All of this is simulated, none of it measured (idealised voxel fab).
This is a process module. Its name is voxel ribs on slabs.
FYI the section here is cut, 175 nm wide, cells are 5 nm squares.
We lay out every cross-section as a grid of square cells and spell it out in bands from the top down, where one band means one or more rows of cells.
Top height, bottom height, nm. Materials left to right, width each, nm. Single material + "everywhere" = fills band edge to edge. "blank" = empty.
Ref level 0: as-received wafer is one material below here. Bottom band extends down with no lower bound ("z 0 and below").
A width given as "30->40" starts at the first number in the band's top row and ends at the second number in its bottom row, shifting by an equal amount at every step from row to row.
"remained unchanged" for a step: no cell of the cross-section changed in that step.
Entry "Non-vented voids" = empty spaces >= 8 cells with no open way to the top; each as width x height at distance, distance from left edge, all nm.
The remark found on a step's line after its settings is issued by the simulator itself and pertains to that step.
A step's line can hold "overlay nm"; with a mask on that step, the setting says how far right of the planned place the mask lay, while a negative setting says it lay to the left.

Intended process steps
step 1: op RECEIVE | material Si
step 2: op DIRECTIONAL_DEP | material SiO2 | thk nm 20
step 3: op DIRECTIONAL_DEP | material SiN | thk nm 15
step 4: op MASKED_ETCH | tone cover | mask id RIB | width nm 25 | etch materials SiN | depth nm 5 | overlay nm 0
step 5: op MASKED_ETCH | tone cover | mask id SLAB | width nm 55 | etch materials SiN | depth nm 10 | overlay nm 0
step 6: op FILL_DEP | material SiO2 | thk nm 15
step 7: op CMP | height nm 45
step 8: op DIRECTIONAL_DEP | material W | thk nm 10
step 9: op PATTERN | tone cover | mask id HEATER | material resist | width nm 35 | thk nm 15 | overlay nm 0
step 10: op DIRECTIONAL_ETCH | etch materials W | depth nm 10
step 11: op STRIP | etch materials resist
step 12: op CONFORMAL_DEP | material SiN | thk nm 10

Cross-section, incoming material, after step 1
    z 0 and below = Si everywhere
    Non-vented voids: none

Final cross-section, module run with one mistake (start and plan as above)
    z 65 to 55 = 60 of blank; 55 of SiN; 60 of blank
    z 55 to 45 = 70 of SiN; 35 of W; 70 of SiN
    z 45 to 35 = SiO2 everywhere
    z 35 to 30 = 75 of SiO2; 25 of SiN; 75 of SiO2
    z 30 to 20 = 60 of SiO2; 60 of SiN; 55 of SiO2
    z 20 to 0 = SiO2 everywhere
    z 0 and below = Si everywhere
    Non-vented voids: none
Deviation from plan: planned and actual differ for step 5; actual: op MASKED_ETCH | tone cover | mask id SLAB | width nm 60 | etch materials SiN | depth nm 10 | overlay nm 0
